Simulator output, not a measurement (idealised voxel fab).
Process module name: voxel self aligned vias
Cross-section cut spans 210 nm and uses square cells 5 nm in size.
Just so we're on the same page, the cross-sections are grids of square cells, and they're listed out in bands top to bottom, each band one or more rows deep.
First you get the band's top height and its bottom height, in nm, and then the materials it's made of, left to right, with each width in nm. If you see a single material with "everywhere", that one covers the band edge to edge. "air" is empty space.
Convention: height 0 is the level below which the wafer, as received, is all one material. The lowest band does not terminate at the bottom but continues downward, represented as "0 nm and below".
A two-number width, for instance "30 to 40", indicates that the width is equal to the first number in the top row of the band and to the second number in the bottom row, and that it changes by a constant amount per row of cells.
Key: "stayed the same" - step with no changed cell in the cross-section.
Basically, "Sealed internal cavities" tells you about the enclosed voids: empty spaces with no open way to the top, 8 cells or bigger, each written width x height at distance, where distance is from the left edge, all in nm.
Formally, on a step line, whatever follows the settings is a remark that the simulator itself makes on the step.
overlay nm: right-of-plan distance of the mask on a masked step; negative values mean left-of-plan.
THE FOLLOWING LIST GIVES THE PLANNED PROCESS STEPS
1) RECEIVE: material Si
2) CONFORMAL_DEP: material SiO2, thk nm 10
3) CONFORMAL_DEP: material SiCN, thk nm 5
4) DIRECTIONAL_DEP: material SiO2, thk nm 30
5) MASKED_ETCH: tone open, mask id LINES, width nm 20, pitch nm 60, etch materials SiO2, depth nm 30, overlay nm 0
6) CONFORMAL_DEP: material TiN, thk nm 5
7) FILL_DEP: material W, thk nm 5
8) CMP: height nm 45
9) SELECTIVE_ETCH: etch materials W Ru TiN, depth nm 5
10) FILL_DEP: material SiN, thk nm 10
11) CMP: height nm 45
12) DIRECTIONAL_DEP: material SiO2, thk nm 15
13) PATTERN: tone open, mask id VIAS, material resist, width nm 30, thk nm 20, overlay nm 0
14) DIRECTIONAL_ETCH: etch materials SiO2, depth nm 15
15) DIRECTIONAL_ETCH: etch materials SiN, depth nm 5
16) STRIP: etch materials resist
17) CONFORMAL_DEP: material TiN, thk nm 5
18) FILL_DEP: material Ru, thk nm 5
19) CMP: height nm 60
20) CONFORMAL_DEP: material SiN, thk nm 5
FIRST OF TWO WAFERS, WITH THE RUN CARRIED OUT AS PLANNED
DELIVERED WAFER IN CROSS-SECTION: STATE AFTER STEP 1
- 0 nm and below  Si everywhere
- Sealed internal cavities: none
SECTIONAL VIEW: WAFER, AFTER STEP 2
- 10 nm to 0 nm  SiO2 everywhere
- Anything lower than 0 is untouched.
SECTIONAL VIEW: WAFER, AFTER STEP 3
- 15 nm to 10 nm  SiCN everywhere
- Anything lower than 10 is untouched.
SECTIONAL VIEW: WAFER, AFTER STEP 4
- 45 nm to 15 nm  SiO2 everywhere
- Anything lower than 15 is untouched.
SECTIONAL VIEW: WAFER, AFTER STEP 5
- 45 nm to 15 nm  SiO2=65, then air=20, then SiO2=40, then air=20, then SiO2=65
- Anything lower than 15 is untouched.
SECTIONAL VIEW: WAFER, AFTER STEP 6
- 50 nm to 45 nm  TiN=70, then air=10, then TiN=50, then air=10, then TiN=70
- 45 nm to 20 nm  SiO2=65, then TiN=5, then air=10, then TiN=5, then SiO2=40, then TiN=5, then air=10, then TiN=5, then SiO2=65
- 20 nm to 15 nm  SiO2=65, then TiN=20, then SiO2=40, then TiN=20, then SiO2=65
- Anything lower than 15 is untouched.
SECTIONAL VIEW: WAFER, AFTER STEP 7
- 55 nm to 50 nm  W everywhere
- 50 nm to 45 nm  TiN=70, then W=10, then TiN=50, then W=10, then TiN=70
- 45 nm to 20 nm  SiO2=65, then TiN=5, then W=10, then TiN=5, then SiO2=40, then TiN=5, then W=10, then TiN=5, then SiO2=65
- Anything lower than 20 is untouched.
SECTIONAL VIEW: WAFER, AFTER STEP 8
- 45 nm to 20 nm  SiO2=65, then TiN=5, then W=10, then TiN=5, then SiO2=40, then TiN=5, then W=10, then TiN=5, then SiO2=65
- Anything lower than 20 is untouched.
SECTIONAL VIEW: WAFER, AFTER STEP 9
- 45 nm to 40 nm  SiO2=65, then air=20, then SiO2=40, then air=20, then SiO2=65
- Anything lower than 40 is untouched.
SECTIONAL VIEW: WAFER, AFTER STEP 10
- 55 nm to 45 nm  SiN everywhere
- 45 nm to 40 nm  SiO2=65, then SiN=20, then SiO2=40, then SiN=20, then SiO2=65
- Anything lower than 40 is untouched.
SECTIONAL VIEW: WAFER, AFTER STEP 11
- 45 nm to 40 nm  SiO2=65, then SiN=20, then SiO2=40, then SiN=20, then SiO2=65
- Anything lower than 40 is untouched.
SECTIONAL VIEW: WAFER, AFTER STEP 12
- 60 nm to 45 nm  SiO2 everywhere
- Anything lower than 45 is untouched.
SECTIONAL VIEW: WAFER, AFTER STEP 13
- 80 nm to 60 nm  resist=60, then air=30, then resist=120
- Anything lower than 60 is untouched.
SECTIONAL VIEW: WAFER, AFTER STEP 14
- 80 nm to 60 nm  resist=60, then air=30, then resist=120
- 60 nm to 45 nm  SiO2=60, then air=30, then SiO2=120
- Anything lower than 45 is untouched.
SECTIONAL VIEW: WAFER, AFTER STEP 15
- 80 nm to 60 nm  resist=60, then air=30, then resist=120
- 60 nm to 45 nm  SiO2=60, then air=30, then SiO2=120
- 45 nm to 40 nm  SiO2=65, then air=20, then SiO2=40, then SiN=20, then SiO2=65
- Anything lower than 40 is untouched.
SECTIONAL VIEW: WAFER, AFTER STEP 16
- 60 nm to 45 nm  SiO2=60, then air=30, then SiO2=120
- Anything lower than 45 is untouched.
SECTIONAL VIEW: WAFER, AFTER STEP 17
- 65 nm to 60 nm  TiN=65, then air=20, then TiN=125
- 60 nm to 50 nm  SiO2=60, then TiN=5, then air=20, then TiN=5, then SiO2=120
- 50 nm to 45 nm  SiO2=60, then TiN=10, then air=10, then TiN=10, then SiO2=120
- 45 nm to 40 nm  SiO2=65, then TiN=20, then SiO2=40, then SiN=20, then SiO2=65
- Anything lower than 40 is untouched.
SECTIONAL VIEW: WAFER, AFTER STEP 18
- 70 nm to 65 nm  Ru everywhere
- 65 nm to 60 nm  TiN=65, then Ru=20, then TiN=125
- 60 nm to 50 nm  SiO2=60, then TiN=5, then Ru=20, then TiN=5, then SiO2=120
- 50 nm to 45 nm  SiO2=60, then TiN=10, then Ru=10, then TiN=10, then SiO2=120
- Anything lower than 45 is untouched.
SECTIONAL VIEW: WAFER, AFTER STEP 19
- 60 nm to 50 nm  SiO2=60, then TiN=5, then Ru=20, then TiN=5, then SiO2=120
- Anything lower than 50 is untouched.
SECTIONAL VIEW: WAFER, AFTER STEP 20
- 65 nm to 60 nm  SiN everywhere
- Anything lower than 60 is untouched.
REGARDING THE SECOND OF THE TWO WAFERS: IT SHARED THE FIRST WAFER'S STARTING CONDITION AND PROCESS PLAN, YET ONE ERROR OCCURRED DURING ITS EXECUTION. ITS HISTORY COINCIDES WITH THAT OF THE FIRST WAFER UP TO AND INCLUDING STEP 4
AT THE PLANNED END OF STEP 5, THE SECOND WAFER IN CROSS-SECTION
- 45 nm to 15 nm  SiO2=70, then air=15, then SiO2=45, then air=15, then SiO2=65
- Anything lower than 15 is untouched.
AT THE PLANNED END OF STEP 6, THE SECOND WAFER IN CROSS-SECTION
- 50 nm to 45 nm  TiN=75, then air=5, then TiN=55, then air=5, then TiN=70
- 45 nm to 20 nm  SiO2=70, then TiN=5, then air=5, then TiN=5, then SiO2=45, then TiN=5, then air=5, then TiN=5, then SiO2=65
- 20 nm to 15 nm  SiO2=70, then TiN=15, then SiO2=45, then TiN=15, then SiO2=65
- Anything lower than 15 is untouched.
AT THE PLANNED END OF STEP 7, THE SECOND WAFER IN CROSS-SECTION
- 55 nm to 50 nm  W everywhere
- 50 nm to 45 nm  TiN=75, then W=5, then TiN=55, then W=5, then TiN=70
- 45 nm to 20 nm  SiO2=70, then TiN=5, then W=5, then TiN=5, then SiO2=45, then TiN=5, then W=5, then TiN=5, then SiO2=65
- Anything lower than 20 is untouched.
AT THE PLANNED END OF STEP 8, THE SECOND WAFER IN CROSS-SECTION
- 45 nm to 20 nm  SiO2=70, then TiN=5, then W=5, then TiN=5, then SiO2=45, then TiN=5, then W=5, then TiN=5, then SiO2=65
- Anything lower than 20 is untouched.
AT THE PLANNED END OF STEP 9, THE SECOND WAFER IN CROSS-SECTION
- 45 nm to 40 nm  SiO2=70, then air=15, then SiO2=45, then air=15, then SiO2=65
- Anything lower than 40 is untouched.
AT THE PLANNED END OF STEP 10, THE SECOND WAFER IN CROSS-SECTION
- 55 nm to 45 nm  SiN everywhere
- 45 nm to 40 nm  SiO2=70, then SiN=15, then SiO2=45, then SiN=15, then SiO2=65
- Anything lower than 40 is untouched.
AT THE PLANNED END OF STEP 11, THE SECOND WAFER IN CROSS-SECTION
- 45 nm to 40 nm  SiO2=70, then SiN=15, then SiO2=45, then SiN=15, then SiO2=65
- Anything lower than 40 is untouched.
AT THE PLANNED END OF STEP 12, THE SECOND WAFER IN CROSS-SECTION
- 60 nm to 45 nm  SiO2 everywhere
- Anything lower than 45 is untouched.
AT THE PLANNED END OF STEP 13, THE SECOND WAFER IN CROSS-SECTION
- 80 nm to 60 nm  resist=60, then air=30, then resist=120
- Anything lower than 60 is untouched.
AT THE PLANNED END OF STEP 14, THE SECOND WAFER IN CROSS-SECTION
- 80 nm to 60 nm  resist=60, then air=30, then resist=120
- 60 nm to 45 nm  SiO2=60, then air=30, then SiO2=120
- Anything lower than 45 is untouched.
AT THE PLANNED END OF STEP 15, THE SECOND WAFER IN CROSS-SECTION
- 80 nm to 60 nm  resist=60, then air=30, then resist=120
- 60 nm to 45 nm  SiO2=60, then air=30, then SiO2=120
- 45 nm to 40 nm  SiO2=70, then air=15, then SiO2=45, then SiN=15, then SiO2=65
- Anything lower than 40 is untouched.
AT THE PLANNED END OF STEP 16, THE SECOND WAFER IN CROSS-SECTION
- 60 nm to 45 nm  SiO2=60, then air=30, then SiO2=120
- Anything lower than 45 is untouched.
AT THE PLANNED END OF STEP 17, THE SECOND WAFER IN CROSS-SECTION
- 65 nm to 60 nm  TiN=65, then air=20, then TiN=125
- 60 nm to 50 nm  SiO2=60, then TiN=5, then air=20, then TiN=5, then SiO2=120
- 50 nm to 45 nm  SiO2=60, then TiN=15, then air=5, then TiN=10, then SiO2=120
- 45 nm to 40 nm  SiO2=70, then TiN=15, then SiO2=45, then SiN=15, then SiO2=65
- Anything lower than 40 is untouched.
AT THE PLANNED END OF STEP 18, THE SECOND WAFER IN CROSS-SECTION
- 70 nm to 65 nm  Ru everywhere
- 65 nm to 60 nm  TiN=65, then Ru=20, then TiN=125
- 60 nm to 50 nm  SiO2=60, then TiN=5, then Ru=20, then TiN=5, then SiO2=120
- 50 nm to 45 nm  SiO2=60, then TiN=15, then Ru=5, then TiN=10, then SiO2=120
- Anything lower than 45 is untouched.
AT THE PLANNED END OF STEP 19, THE SECOND WAFER IN CROSS-SECTION
- 60 nm to 50 nm  SiO2=60, then TiN=5, then Ru=20, then TiN=5, then SiO2=120
- Anything lower than 50 is untouched.
AT THE PLANNED END OF STEP 20, THE SECOND WAFER IN CROSS-SECTION
- 65 nm to 60 nm  SiN everywhere
- Anything lower than 60 is untouched.
Short version of what went wrong: off-plan run, step 5, actual operation and settings MASKED_ETCH: tone open, mask id LINES, width nm 15, pitch nm 60, etch materials SiO2, depth nm 30, overlay nm 0
Final tally in cells, some materials are higher or lower on the second wafer than on the first: Ru -1, SiN -1, SiO2 +12, TiN -2, W -8
